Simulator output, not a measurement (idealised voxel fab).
process module | voxel capacitor over wiring
cross-section cut | 245 nm wide | cells 5 nm
A cross-section is a grid of square cells, given in bands from the top down. A band is one or more rows of cells.
Each band's line starts with the height of the band's top and of its bottom, in nm. Then come its materials from left to right, each with its width in nm. One material with "throughout" fills the band from edge to edge. "air" is empty space.
Height 0 is the level under which the wafer as received is all one material. The lowest band goes on downwards, as in "0 down".
A width such as "30 to 40" changes by the same amount from each row of cells to the next, from the band's top row to its bottom row.
"no change" after a step means that no cell of the cross-section changed.
closed voids: empty space of 8 cells or more with no open way to the top, each as width x height at its distance from the left edge, in nm
after a step's settings: what the simulator itself notes on the step
overlay nm, on a step with a mask: how far to the right of its planned place the mask lay; to the left if negative
Each pair below shows a cross-section before one step and the cross-section after it, down to the lowest band that changed. The line under each pair gives the step between them, with its settings. The pairs can come from different runs of this module on the same starting wafer, so a pair continues from the pair above only where its "before" says so.
before
  0 down: Si throughout
  closed voids: none
after
  15 to 0: SiO2 throughout
  below 0: unchanged
  closed voids: none
the step between: op CONFORMAL_DEP | material SiO2 | thk nm 15
before: the cross-section after the pair above
after
  20 to 15: SiN throughout
  below 15: unchanged
  closed voids: none
the step between: op CONFORMAL_DEP | material SiN | thk nm 5
before: the cross-section after the pair above
after
  45 to 20: lowk throughout
  below 20: unchanged
  closed voids: none
the step between: op DIRECTIONAL_DEP | material lowk | thk nm 25
before: the cross-section after the pair above
after
  65 to 45: resist 75 | air 20 | resist 55 | air 20 | resist 75
  below 45: unchanged
  closed voids: none
the step between: op PATTERN | tone open | mask id METAL_1 | material resist | width nm 20 | pitch nm 75 | thk nm 20 | overlay nm 0
before: the cross-section after the pair above
after
  65 to 45: resist 75 | air 20 | resist 55 | air 20 | resist 75
  45 to 20: lowk 75 | air 20 | lowk 55 | air 20 | lowk 75
  below 20: unchanged
  closed voids: none
the step between: op DIRECTIONAL_ETCH | etch materials lowk | depth nm 25
before: the cross-section after the pair above
after
  65 to 45: resist 75 | air 20 | resist 55 | air 20 | resist 75
  45 to 20: lowk 75 | air 20 | lowk 55 | air 20 | lowk 75
  20 to 15: SiN 75 | air 20 | SiN 55 | air 20 | SiN 75
  below 15: unchanged
  closed voids: none
the step between: op DIRECTIONAL_ETCH | etch materials SiN | depth nm 5
before: the cross-section after the pair above
after
  45 to 20: lowk 75 | air 20 | lowk 55 | air 20 | lowk 75
  below 20: unchanged
  closed voids: none
the step between: op STRIP | etch materials resist
before: the cross-section after the pair above
after
  50 to 45: TiN 80 | air 10 | TiN 65 | air 10 | TiN 80
  45 to 20: lowk 75 | TiN 5 | air 10 | TiN 5 | lowk 55 | TiN 5 | air 10 | TiN 5 | lowk 75
  20 to 15: SiN 75 | TiN 20 | SiN 55 | TiN 20 | SiN 75
  below 15: unchanged
  closed voids: none
the step between: op CONFORMAL_DEP | material TiN | thk nm 5
before: the cross-section after the pair above
after
  55 to 50: Cu throughout
  50 to 45: TiN 80 | Cu 10 | TiN 65 | Cu 10 | TiN 80
  45 to 20: lowk 75 | TiN 5 | Cu 10 | TiN 5 | lowk 55 | TiN 5 | Cu 10 | TiN 5 | lowk 75
  below 20: unchanged
  closed voids: none
the step between: op FILL_DEP | material Cu | thk nm 5
before: the cross-section after the pair above
after
  45 to 20: lowk 75 | TiN 5 | Cu 10 | TiN 5 | lowk 55 | TiN 5 | Cu 10 | TiN 5 | lowk 75
  below 20: unchanged
  closed voids: none
the step between: op CMP | height nm 45
before: the cross-section after the pair above
after
  50 to 45: SiCN throughout
  below 45: unchanged
  closed voids: none
the step between: op CONFORMAL_DEP | material SiCN | thk nm 5
before: the cross-section after the pair above
after
  60 to 50: lowk throughout
  below 50: unchanged
  closed voids: none
the step between: op DIRECTIONAL_DEP | material lowk | thk nm 10
before: the cross-section after the pair above
after
  80 to 60: resist 80 | air 15 | resist 150
  below 60: unchanged
  closed voids: none
the step between: op PATTERN | tone open | mask id PLUG_1 | material resist | width nm 15 | thk nm 20 | overlay nm 0
before: the cross-section after the pair above
after
  80 to 60: resist 80 | air 15 | resist 150
  60 to 50: lowk 80 | air 15 | lowk 150
  below 50: unchanged
  closed voids: none
the step between: op DIRECTIONAL_ETCH | etch materials lowk | depth nm 10
before: the cross-section after the pair above
after
  80 to 60: resist 80 | air 15 | resist 150
  60 to 50: lowk 80 | air 15 | lowk 150
  50 to 45: SiCN 80 | air 15 | SiCN 150
  below 45: unchanged
  closed voids: none
the step between: op DIRECTIONAL_ETCH | etch materials SiCN | depth nm 5
before: the cross-section after the pair above
after
  60 to 50: lowk 80 | air 15 | lowk 150
  below 50: unchanged
  closed voids: none
the step between: op STRIP | etch materials resist
before: the cross-section after the pair above
after
  65 to 60: TiN 85 | air 5 | TiN 155
  60 to 50: lowk 80 | TiN 5 | air 5 | TiN 5 | lowk 150
  50 to 45: SiCN 80 | TiN 15 | SiCN 150
  below 45: unchanged
  closed voids: none
the step between: op CONFORMAL_DEP | material TiN | thk nm 5
before: the cross-section after the pair above
after
  70 to 65: Cu throughout
  65 to 60: TiN 85 | Cu 5 | TiN 155
  60 to 50: lowk 80 | TiN 5 | Cu 5 | TiN 5 | lowk 150
  below 50: unchanged
  closed voids: none
the step between: op FILL_DEP | material Cu | thk nm 5
before: the cross-section after the pair above
after
  60 to 50: lowk 80 | TiN 5 | Cu 5 | TiN 5 | lowk 150
  below 50: unchanged
  closed voids: none
the step between: op CMP | height nm 60
before: the cross-section after the pair above
after
  70 to 60: TiN throughout
  below 60: unchanged
  closed voids: none
the step between: op DIRECTIONAL_DEP | material TiN | thk nm 10
before: the cross-section after the pair above
after
  75 to 70: HfO2 throughout
  below 70: unchanged
  closed voids: none
the step between: op DIRECTIONAL_DEP | material HfO2 | thk nm 5
before: the cross-section after the pair above
after
  85 to 75: TiN throughout
  below 75: unchanged
  closed voids: none
the step between: op DIRECTIONAL_DEP | material TiN | thk nm 10
before: the cross-section after the pair above
after
  85 to 75: air 80 | TiN 60 | air 105
  below 75: unchanged
  closed voids: none
the step between: op MASKED_ETCH | tone cover | mask id UPPER_PLATE | width nm 60 | etch materials TiN | depth nm 10 | overlay nm 0
before: the cross-section after the pair above
after
  85 to 75: air 80 | TiN 60 | air 105
  75 to 70: air 80 | HfO2 60 | air 105
  below 70: unchanged
  closed voids: none
the step between: op MASKED_ETCH | tone cover | mask id UPPER_PLATE | width nm 60 | etch materials HfO2 | depth nm 5 | overlay nm 0
before: the cross-section after the pair above
after
  85 to 75: air 80 | TiN 60 | air 105
  75 to 70: air 80 | HfO2 60 | air 105
  70 to 60: air 75 | TiN 70 | air 100
  below 60: unchanged
  closed voids: none
the step between: op MASKED_ETCH | tone cover | mask id LOWER_PLATE | width nm 70 | etch materials TiN | depth nm 10 | overlay nm 0
before: the cross-section after the pair above
after
  100 to 85: SiO2 throughout
  85 to 75: SiO2 80 | TiN 60 | SiO2 105
  75 to 70: SiO2 80 | HfO2 60 | SiO2 105
  70 to 60: SiO2 75 | TiN 70 | SiO2 100
  below 60: unchanged
  closed voids: none
the step between: op FILL_DEP | material SiO2 | thk nm 15
before: the cross-section after the pair above
after
  95 to 85: SiO2 throughout
  below 85: unchanged
  closed voids: none
the step between: op CMP | height nm 95
before: the cross-section after the pair above
after
  95 to 85: SiO2 90 | air 15 | SiO2 140
  below 85: unchanged
  closed voids: none
the step between: op MASKED_ETCH | tone open | mask id PLUG_2 | width nm 15 | etch materials SiO2 | depth nm 10 | overlay nm 0
before: the cross-section after the pair above
after
  100 to 95: TiN 95 | air 5 | TiN 145
  95 to 90: SiO2 90 | TiN 5 | air 5 | TiN 5 | SiO2 140
  90 to 85: SiO2 90 | TiN 15 | SiO2 140
  below 85: unchanged
  closed voids: none
the step between: op CONFORMAL_DEP | material TiN | thk nm 5
before: the cross-section after the pair above
after
  110 to 100: Cu throughout
  100 to 95: TiN 95 | Cu 5 | TiN 145
  95 to 90: SiO2 90 | TiN 5 | Cu 5 | TiN 5 | SiO2 140
  below 90: unchanged
  closed voids: none
the step between: op FILL_DEP | material Cu | thk nm 10
before: the cross-section after the pair above
after
  95 to 90: SiO2 90 | TiN 5 | Cu 5 | TiN 5 | SiO2 140
  below 90: unchanged
  closed voids: none
the step between: op CMP | height nm 95
before: the cross-section after the pair above
after
  100 to 95: SiCN throughout
  below 95: unchanged
  closed voids: none
the step between: op CONFORMAL_DEP | material SiCN | thk nm 5
before
  70 to 60: TiN throughout
  60 to 50: lowk 80 | TiN 5 | Cu 5 | TiN 5 | lowk 150
  50 to 45: SiCN 80 | TiN 15 | SiCN 150
  45 to 20: lowk 75 | TiN 5 | Cu 10 | TiN 5 | lowk 55 | TiN 5 | Cu 10 | TiN 5 | lowk 75
  20 to 15: SiN 75 | TiN 20 | SiN 55 | TiN 20 | SiN 75
  15 to 0: SiO2 throughout
  0 down: Si throughout
  closed voids: none
after
  80 to 60: TiN throughout
  below 60: unchanged
  closed voids: none
the step between: op DIRECTIONAL_DEP | material TiN | thk nm 10
before: the cross-section after the pair above
after
  80 to 70: air 80 | TiN 60 | air 105
  below 70: unchanged
  closed voids: none
the step between: op MASKED_ETCH | tone cover | mask id UPPER_PLATE | width nm 60 | etch materials TiN | depth nm 10 | overlay nm 0
before: the cross-section after the pair above
after
  80 to 70: air 80 | TiN 60 | air 105
  70 to 60: air 75 | TiN 70 | air 100
  below 60: unchanged
  closed voids: none
the step between: op MASKED_ETCH | tone cover | mask id LOWER_PLATE | width nm 70 | etch materials TiN | depth nm 10 | overlay nm 0
before: the cross-section after the pair above
after
  95 to 80: SiO2 throughout
  80 to 70: SiO2 80 | TiN 60 | SiO2 105
  70 to 60: SiO2 75 | TiN 70 | SiO2 100
  below 60: unchanged
  closed voids: none
the step between: op FILL_DEP | material SiO2 | thk nm 15
before: the cross-section after the pair above
after
  95 to 85: SiO2 90 | air 15 | SiO2 140
  below 85: unchanged
  closed voids: none
the step between: op MASKED_ETCH | tone open | mask id PLUG_2 | width nm 15 | etch materials SiO2 | depth nm 10 | overlay nm 0
before: the cross-section after the pair above
after
  100 to 95: TiN 95 | air 5 | TiN 145
  95 to 90: SiO2 90 | TiN 5 | air 5 | TiN 5 | SiO2 140
  90 to 85: SiO2 90 | TiN 15 | SiO2 140
  below 85: unchanged
  closed voids: none
the step between: op CONFORMAL_DEP | material TiN | thk nm 5
before: the cross-section after the pair above
after
  110 to 100: Cu throughout
  100 to 95: TiN 95 | Cu 5 | TiN 145
  95 to 90: SiO2 90 | TiN 5 | Cu 5 | TiN 5 | SiO2 140
  below 90: unchanged
  closed voids: none
the step between: op FILL_DEP | material Cu | thk nm 10
before: the cross-section after the pair above
after
  95 to 90: SiO2 90 | TiN 5 | Cu 5 | TiN 5 | SiO2 140
  below 90: unchanged
  closed voids: none
the step between: op CMP | height nm 95
before: the cross-section after the pair above
after
  100 to 95: SiCN throughout
  below 95: unchanged
  closed voids: none
the step between: op CONFORMAL_DEP | material SiCN | thk nm 5
before
  15 to 0: SiO2 throughout
  0 down: Si throughout
  closed voids: none
after
  30 to 0: SiO2 throughout
  below 0: unchanged
  closed voids: none
the step between: op CONFORMAL_DEP | material SiO2 | thk nm 15
before: the cross-section after the pair above
after
  35 to 30: SiN throughout
  below 30: unchanged
  closed voids: none
the step between: op CONFORMAL_DEP | material SiN | thk nm 5
before: the cross-section after the pair above
after
  60 to 35: lowk throughout
  below 35: unchanged
  closed voids: none
the step between: op DIRECTIONAL_DEP | material lowk | thk nm 25
before: the cross-section after the pair above
after
  80 to 60: resist 75 | air 20 | resist 55 | air 20 | resist 75
  below 60: unchanged
  closed voids: none
the step between: op PATTERN | tone open | mask id METAL_1 | material resist | width nm 20 | pitch nm 75 | thk nm 20 | overlay nm 0
before: the cross-section after the pair above
after
  80 to 60: resist 75 | air 20 | resist 55 | air 20 | resist 75
  60 to 35: lowk 75 | air 20 | lowk 55 | air 20 | lowk 75
  below 35: unchanged
  closed voids: none
the step between: op DIRECTIONAL_ETCH | etch materials lowk | depth nm 25
before: the cross-section after the pair above
after
  80 to 60: resist 75 | air 20 | resist 55 | air 20 | resist 75
  60 to 35: lowk 75 | air 20 | lowk 55 | air 20 | lowk 75
  35 to 30: SiN 75 | air 20 | SiN 55 | air 20 | SiN 75
  below 30: unchanged
  closed voids: none
the step between: op DIRECTIONAL_ETCH | etch materials SiN | depth nm 5
before: the cross-section after the pair above
after
  60 to 35: lowk 75 | air 20 | lowk 55 | air 20 | lowk 75
  below 35: unchanged
  closed voids: none
the step between: op STRIP | etch materials resist
before: the cross-section after the pair above
after
  65 to 60: TiN 80 | air 10 | TiN 65 | air 10 | TiN 80
  60 to 35: lowk 75 | TiN 5 | air 10 | TiN 5 | lowk 55 | TiN 5 | air 10 | TiN 5 | lowk 75
  35 to 30: SiN 75 | TiN 20 | SiN 55 | TiN 20 | SiN 75
  below 30: unchanged
  closed voids: none
the step between: op CONFORMAL_DEP | material TiN | thk nm 5
before: the cross-section after the pair above
after
  70 to 65: Cu throughout
  65 to 60: TiN 80 | Cu 10 | TiN 65 | Cu 10 | TiN 80
  60 to 35: lowk 75 | TiN 5 | Cu 10 | TiN 5 | lowk 55 | TiN 5 | Cu 10 | TiN 5 | lowk 75
  below 35: unchanged
  closed voids: none
the step between: op FILL_DEP | material Cu | thk nm 5
before: the cross-section after the pair above
after
  45 to 35: lowk 75 | TiN 5 | Cu 10 | TiN 5 | lowk 55 | TiN 5 | Cu 10 | TiN 5 | lowk 75
  below 35: unchanged
  closed voids: none
the step between: op CMP | height nm 45
before: the cross-section after the pair above
after
  50 to 45: SiCN throughout
  below 45: unchanged
  closed voids: none
the step between: op CONFORMAL_DEP | material SiCN | thk nm 5
before: the cross-section after the pair above
after
  60 to 50: lowk throughout
  below 50: unchanged
  closed voids: none
the step between: op DIRECTIONAL_DEP | material lowk | thk nm 10
before: the cross-section after the pair above
after
  80 to 60: resist 80 | air 15 | resist 150
  below 60: unchanged
  closed voids: none
the step between: op PATTERN | tone open | mask id PLUG_1 | material resist | width nm 15 | thk nm 20 | overlay nm 0
before: the cross-section after the pair above
after
  80 to 60: resist 80 | air 15 | resist 150
  60 to 50: lowk 80 | air 15 | lowk 150
  below 50: unchanged
  closed voids: none
the step between: op DIRECTIONAL_ETCH | etch materials lowk | depth nm 10
before: the cross-section after the pair above
after
  80 to 60: resist 80 | air 15 | resist 150
  60 to 50: lowk 80 | air 15 | lowk 150
  50 to 45: SiCN 80 | air 15 | SiCN 150
  below 45: unchanged
  closed voids: none
the step between: op DIRECTIONAL_ETCH | etch materials SiCN | depth nm 5
before: the cross-section after the pair above
after
  60 to 50: lowk 80 | air 15 | lowk 150
  below 50: unchanged
  closed voids: none
the step between: op STRIP | etch materials resist
before: the cross-section after the pair above
after
  65 to 60: TiN 85 | air 5 | TiN 155
  60 to 50: lowk 80 | TiN 5 | air 5 | TiN 5 | lowk 150
  50 to 45: SiCN 80 | TiN 15 | SiCN 150
  below 45: unchanged
  closed voids: none
the step between: op CONFORMAL_DEP | material TiN | thk nm 5
before: the cross-section after the pair above
after
  70 to 65: Cu throughout
  65 to 60: TiN 85 | Cu 5 | TiN 155
  60 to 50: lowk 80 | TiN 5 | Cu 5 | TiN 5 | lowk 150
  below 50: unchanged
  closed voids: none
the step between: op FILL_DEP | material Cu | thk nm 5
before: the cross-section after the pair above
after
  60 to 50: lowk 80 | TiN 5 | Cu 5 | TiN 5 | lowk 150
  below 50: unchanged
  closed voids: none
the step between: op CMP | height nm 60
before: the cross-section after the pair above
after
  70 to 60: TiN throughout
  below 60: unchanged
  closed voids: none
the step between: op DIRECTIONAL_DEP | material TiN | thk nm 10
before: the cross-section after the pair above
after
  75 to 70: HfO2 throughout
  below 70: unchanged
  closed voids: none
the step between: op DIRECTIONAL_DEP | material HfO2 | thk nm 5
before: the cross-section after the pair above
after
  85 to 75: TiN throughout
  below 75: unchanged
  closed voids: none
the step between: op DIRECTIONAL_DEP | material TiN | thk nm 10
before: the cross-section after the pair above
after
  85 to 75: air 80 | TiN 60 | air 105
  below 75: unchanged
  closed voids: none
the step between: op MASKED_ETCH | tone cover | mask id UPPER_PLATE | width nm 60 | etch materials TiN | depth nm 10 | overlay nm 0
before: the cross-section after the pair above
after
  85 to 75: air 80 | TiN 60 | air 105
  75 to 70: air 80 | HfO2 60 | air 105
  below 70: unchanged
  closed voids: none
the step between: op MASKED_ETCH | tone cover | mask id UPPER_PLATE | width nm 60 | etch materials HfO2 | depth nm 5 | overlay nm 0
before: the cross-section after the pair above
after
  85 to 75: air 80 | TiN 60 | air 105
  75 to 70: air 80 | HfO2 60 | air 105
  70 to 60: air 75 | TiN 70 | air 100
  below 60: unchanged
  closed voids: none
the step between: op MASKED_ETCH | tone cover | mask id LOWER_PLATE | width nm 70 | etch materials TiN | depth nm 10 | overlay nm 0
before: the cross-section after the pair above
after
  100 to 85: SiO2 throughout
  85 to 75: SiO2 80 | TiN 60 | SiO2 105
  75 to 70: SiO2 80 | HfO2 60 | SiO2 105
  70 to 60: SiO2 75 | TiN 70 | SiO2 100
  below 60: unchanged
  closed voids: none
the step between: op FILL_DEP | material SiO2 | thk nm 15
before: the cross-section after the pair above
after
  95 to 85: SiO2 throughout
  below 85: unchanged
  closed voids: none
the step between: op CMP | height nm 95
before: the cross-section after the pair above
after
  95 to 85: SiO2 90 | air 15 | SiO2 140
  below 85: unchanged
  closed voids: none
the step between: op MASKED_ETCH | tone open | mask id PLUG_2 | width nm 15 | etch materials SiO2 | depth nm 10 | overlay nm 0
before: the cross-section after the pair above
after
  100 to 95: TiN 95 | air 5 | TiN 145
  95 to 90: SiO2 90 | TiN 5 | air 5 | TiN 5 | SiO2 140
  90 to 85: SiO2 90 | TiN 15 | SiO2 140
  below 85: unchanged
  closed voids: none
the step between: op CONFORMAL_DEP | material TiN | thk nm 5
before: the cross-section after the pair above
after
  110 to 100: Cu throughout
  100 to 95: TiN 95 | Cu 5 | TiN 145
  95 to 90: SiO2 90 | TiN 5 | Cu 5 | TiN 5 | SiO2 140
  below 90: unchanged
  closed voids: none
the step between: op FILL_DEP | material Cu | thk nm 10
before: the cross-section after the pair above
after
  95 to 90: SiO2 90 | TiN 5 | Cu 5 | TiN 5 | SiO2 140
  below 90: unchanged
  closed voids: none
the step between: op CMP | height nm 95
before: the cross-section after the pair above
after
  100 to 95: SiCN throughout
  below 95: unchanged
  closed voids: none
the step between: op CONFORMAL_DEP | material SiCN | thk nm 5
before
  80 to 60: TiN throughout
  60 to 50: lowk 80 | TiN 5 | Cu 5 | TiN 5 | lowk 150
  50 to 45: SiCN 80 | TiN 15 | SiCN 150
  45 to 20: lowk 75 | TiN 5 | Cu 10 | TiN 5 | lowk 55 | TiN 5 | Cu 10 | TiN 5 | lowk 75
  20 to 15: SiN 75 | TiN 20 | SiN 55 | TiN 20 | SiN 75
  15 to 0: SiO2 throughout
  0 down: Si throughout
  closed voids: none
after
  85 to 80: HfO2 throughout
  below 80: unchanged
  closed voids: none
the step between: op DIRECTIONAL_DEP | material HfO2 | thk nm 5
before: the cross-section after the pair above
after
  85 to 80: air 80 | HfO2 60 | air 105
  below 80: unchanged
  closed voids: none
the step between: op MASKED_ETCH | tone cover | mask id UPPER_PLATE | width nm 60 | etch materials HfO2 | depth nm 5 | overlay nm 0
before: the cross-section after the pair above
after
  85 to 80: air 80 | HfO2 60 | air 105
  80 to 70: air 75 | TiN 70 | air 100
  below 70: unchanged
  closed voids: none
the step between: op MASKED_ETCH | tone cover | mask id LOWER_PLATE | width nm 70 | etch materials TiN | depth nm 10 | overlay nm 0
before: the cross-section after the pair above
after
  100 to 85: SiO2 throughout
  85 to 80: SiO2 80 | HfO2 60 | SiO2 105
  80 to 70: SiO2 75 | TiN 70 | SiO2 100
  below 70: unchanged
  closed voids: none
the step between: op FILL_DEP | material SiO2 | thk nm 15
before: the cross-section after the pair above
after
  95 to 85: SiO2 throughout
  below 85: unchanged
  closed voids: none
the step between: op CMP | height nm 95
before: the cross-section after the pair above
after
  95 to 85: SiO2 90 | air 15 | SiO2 140
  below 85: unchanged
  closed voids: none
the step between: op MASKED_ETCH | tone open | mask id PLUG_2 | width nm 15 | etch materials SiO2 | depth nm 10 | overlay nm 0
before: the cross-section after the pair above
after
  100 to 95: TiN 95 | air 5 | TiN 145
  95 to 90: SiO2 90 | TiN 5 | air 5 | TiN 5 | SiO2 140
  90 to 85: SiO2 90 | TiN 15 | SiO2 140
  below 85: unchanged
  closed voids: none
the step between: op CONFORMAL_DEP | material TiN | thk nm 5
before: the cross-section after the pair above
after
  110 to 100: Cu throughout
  100 to 95: TiN 95 | Cu 5 | TiN 145
  95 to 90: SiO2 90 | TiN 5 | Cu 5 | TiN 5 | SiO2 140
  below 90: unchanged
  closed voids: none
the step between: op FILL_DEP | material Cu | thk nm 10
before: the cross-section after the pair above
after
  95 to 90: SiO2 90 | TiN 5 | Cu 5 | TiN 5 | SiO2 140
  below 90: unchanged
  closed voids: none
the step between: op CMP | height nm 95
before: the cross-section after the pair above
after
  100 to 95: SiCN throughout
  below 95: unchanged
  closed voids: none
the step between: op CONFORMAL_DEP | material SiCN | thk nm 5
before
  110 to 100: Cu throughout
  100 to 95: TiN 95 | Cu 5 | TiN 145
  95 to 90: SiO2 90 | TiN 5 | Cu 5 | TiN 5 | SiO2 140
  90 to 85: SiO2 90 | TiN 15 | SiO2 140
  85 to 75: SiO2 80 | TiN 60 | SiO2 105
  75 to 70: SiO2 80 | HfO2 60 | SiO2 105
  70 to 60: SiO2 75 | TiN 70 | SiO2 100
  60 to 50: lowk 80 | TiN 5 | Cu 5 | TiN 5 | lowk 150
  50 to 45: SiCN 80 | TiN 15 | SiCN 150
  45 to 20: lowk 75 | TiN 5 | Cu 10 | TiN 5 | lowk 55 | TiN 5 | Cu 10 | TiN 5 | lowk 75
  20 to 15: SiN 75 | TiN 20 | SiN 55 | TiN 20 | SiN 75
  15 to 0: SiO2 throughout
  0 down: Si throughout
  closed voids: none
after
  90 to 85: SiO2 90 | TiN 15 | SiO2 140
  below 85: unchanged
  closed voids: none
the step between: op CMP | height nm 90
before: the cross-section after the pair above
after
  95 to 90: SiCN throughout
  below 90: unchanged
  closed voids: none
the step between: op CONFORMAL_DEP | material SiCN | thk nm 5
before
  95 to 85: SiO2 throughout
  85 to 75: SiO2 80 | TiN 60 | SiO2 105
  75 to 70: SiO2 80 | HfO2 60 | SiO2 105
  70 to 60: SiO2 75 | TiN 70 | SiO2 100
  60 to 50: lowk 80 | TiN 5 | Cu 5 | TiN 5 | lowk 150
  50 to 45: SiCN 80 | TiN 15 | SiCN 150
  45 to 20: lowk 75 | TiN 5 | Cu 10 | TiN 5 | lowk 55 | TiN 5 | Cu 10 | TiN 5 | lowk 75
  20 to 15: SiN 75 | TiN 20 | SiN 55 | TiN 20 | SiN 75
  15 to 0: SiO2 throughout
  0 down: Si throughout
  closed voids: none
after
  95 to 85: SiO2 90 | air 20 | SiO2 135
  below 85: unchanged
  closed voids: none
the step between: op MASKED_ETCH | tone open | mask id PLUG_2 | width nm 20 | etch materials SiO2 | depth nm 10 | overlay nm 0
before: the cross-section after the pair above
after
  100 to 95: TiN 95 | air 10 | TiN 140
  95 to 90: SiO2 90 | TiN 5 | air 10 | TiN 5 | SiO2 135
  90 to 85: SiO2 90 | TiN 20 | SiO2 135
  below 85: unchanged
  closed voids: none
the step between: op CONFORMAL_DEP | material TiN | thk nm 5
before: the cross-section after the pair above
after
  110 to 100: Cu throughout
  100 to 95: TiN 95 | Cu 10 | TiN 140
  95 to 90: SiO2 90 | TiN 5 | Cu 10 | TiN 5 | SiO2 135
  below 90: unchanged
  closed voids: none
the step between: op FILL_DEP | material Cu | thk nm 10
before: the cross-section after the pair above
after
  95 to 90: SiO2 90 | TiN 5 | Cu 10 | TiN 5 | SiO2 135
  below 90: unchanged
  closed voids: none
the step between: op CMP | height nm 95
before: the cross-section after the pair above
after
  100 to 95: SiCN throughout
  below 95: unchanged
  closed voids: none
the step between: op CONFORMAL_DEP | material SiCN | thk nm 5
before
  95 to 85: SiO2 throughout
  85 to 75: SiO2 80 | TiN 60 | SiO2 105
  75 to 70: SiO2 80 | HfO2 60 | SiO2 105
  70 to 60: SiO2 75 | TiN 70 | SiO2 100
  60 to 50: lowk 80 | TiN 5 | Cu 5 | TiN 5 | lowk 150
  50 to 45: SiCN 80 | TiN 15 | SiCN 150
  45 to 20: lowk 75 | TiN 5 | Cu 10 | TiN 5 | lowk 55 | TiN 5 | Cu 10 | TiN 5 | lowk 75
  20 to 15: SiN 75 | TiN 20 | SiN 55 | TiN 20 | SiN 75
  15 to 0: SiO2 throughout
  0 down: Si throughout
  closed voids: none
after
  95 to 85: SiO2 95 | air 15 | SiO2 135
  below 85: unchanged
  closed voids: none
the step between: op MASKED_ETCH | tone open | mask id PLUG_2 | width nm 15 | etch materials SiO2 | depth nm 10 | overlay nm 5
before: the cross-section after the pair above
after
  100 to 95: TiN 100 | air 5 | TiN 140
  95 to 90: SiO2 95 | TiN 5 | air 5 | TiN 5 | SiO2 135
  90 to 85: SiO2 95 | TiN 15 | SiO2 135
  below 85: unchanged
  closed voids: none
the step between: op CONFORMAL_DEP | material TiN | thk nm 5
before: the cross-section after the pair above
after
  110 to 100: Cu throughout
  100 to 95: TiN 100 | Cu 5 | TiN 140
  95 to 90: SiO2 95 | TiN 5 | Cu 5 | TiN 5 | SiO2 135
  below 90: unchanged
  closed voids: none
the step between: op FILL_DEP | material Cu | thk nm 10
before: the cross-section after the pair above
after
  95 to 90: SiO2 95 | TiN 5 | Cu 5 | TiN 5 | SiO2 135
  below 90: unchanged
  closed voids: none
the step between: op CMP | height nm 95
before: the cross-section after the pair above
after
  100 to 95: SiCN throughout
  below 95: unchanged
  closed voids: none
the step between: op CONFORMAL_DEP | material SiCN | thk nm 5
before
  100 to 95: TiN 95 | air 5 | TiN 145
  95 to 90: SiO2 90 | TiN 5 | air 5 | TiN 5 | SiO2 140
  90 to 85: SiO2 90 | TiN 15 | SiO2 140
  85 to 75: SiO2 80 | TiN 60 | SiO2 105
  75 to 70: SiO2 80 | HfO2 60 | SiO2 105
  70 to 60: SiO2 75 | TiN 70 | SiO2 100
  60 to 50: lowk 80 | TiN 5 | Cu 5 | TiN 5 | lowk 150
  50 to 45: SiCN 80 | TiN 15 | SiCN 150
  45 to 20: lowk 75 | TiN 5 | Cu 10 | TiN 5 | lowk 55 | TiN 5 | Cu 10 | TiN 5 | lowk 75
  20 to 15: SiN 75 | TiN 20 | SiN 55 | TiN 20 | SiN 75
  15 to 0: SiO2 throughout
  0 down: Si throughout
  closed voids: none
after
  110 to 100: SiN throughout
  100 to 95: TiN 95 | SiN 5 | TiN 145
  95 to 90: SiO2 90 | TiN 5 | SiN 5 | TiN 5 | SiO2 140
  below 90: unchanged
  closed voids: none
the step between: op FILL_DEP | material SiN | thk nm 10
before: the cross-section after the pair above
after
  95 to 90: SiO2 90 | TiN 5 | SiN 5 | TiN 5 | SiO2 140
  below 90: unchanged
  closed voids: none
the step between: op CMP | height nm 95
before: the cross-section after the pair above
after
  100 to 95: SiCN throughout
  below 95: unchanged
  closed voids: none
the step between: op CONFORMAL_DEP | material SiCN | thk nm 5
before
  85 to 75: TiN throughout
  75 to 70: HfO2 throughout
  70 to 60: TiN throughout
  60 to 50: lowk 80 | TiN 5 | Cu 5 | TiN 5 | lowk 150
  50 to 45: SiCN 80 | TiN 15 | SiCN 150
  45 to 20: lowk 75 | TiN 5 | Cu 10 | TiN 5 | lowk 55 | TiN 5 | Cu 10 | TiN 5 | lowk 75
  20 to 15: SiN 75 | TiN 20 | SiN 55 | TiN 20 | SiN 75
  15 to 0: SiO2 throughout
  0 down: Si throughout
  closed voids: none
after
  85 to 75: TiN 80 | air 60 | TiN 105
  below 75: unchanged
  closed voids: none
the step between: op MASKED_ETCH | tone open | mask id UPPER_PLATE | width nm 60 | etch materials TiN | depth nm 10 | overlay nm 0
before: the cross-section after the pair above
after
  85 to 75: air 75 | TiN 5 | air 60 | TiN 5 | air 100
  below 75: unchanged
  closed voids: none
the step between: op MASKED_ETCH | tone cover | mask id LOWER_PLATE | width nm 70 | etch materials TiN | depth nm 10 | overlay nm 0
before: the cross-section after the pair above
after
  100 to 85: SiO2 throughout
  85 to 75: SiO2 75 | TiN 5 | SiO2 60 | TiN 5 | SiO2 100
  below 75: unchanged
  closed voids: none
the step between: op FILL_DEP | material SiO2 | thk nm 15
before: the cross-section after the pair above
after
  95 to 85: SiO2 throughout
  below 85: unchanged
  closed voids: none
the step between: op CMP | height nm 95
before: the cross-section after the pair above
after
  95 to 85: SiO2 90 | air 15 | SiO2 140
  below 85: unchanged
  closed voids: none
the step between: op MASKED_ETCH | tone open | mask id PLUG_2 | width nm 15 | etch materials SiO2 | depth nm 10 | overlay nm 0
before: the cross-section after the pair above
after
  100 to 95: TiN 95 | air 5 | TiN 145
  95 to 90: SiO2 90 | TiN 5 | air 5 | TiN 5 | SiO2 140
  90 to 85: SiO2 90 | TiN 15 | SiO2 140
  below 85: unchanged
  closed voids: none
the step between: op CONFORMAL_DEP | material TiN | thk nm 5
before: the cross-section after the pair above
after
  110 to 100: Cu throughout
  100 to 95: TiN 95 | Cu 5 | TiN 145
  95 to 90: SiO2 90 | TiN 5 | Cu 5 | TiN 5 | SiO2 140
  below 90: unchanged
  closed voids: none
the step between: op FILL_DEP | material Cu | thk nm 10
before: the cross-section after the pair above
after
  95 to 90: SiO2 90 | TiN 5 | Cu 5 | TiN 5 | SiO2 140
  below 90: unchanged
  closed voids: none
the step between: op CMP | height nm 95
before: the cross-section after the pair above
after
  100 to 95: SiCN throughout
  below 95: unchanged
  closed voids: none
the step between: op CONFORMAL_DEP | material SiCN | thk nm 5
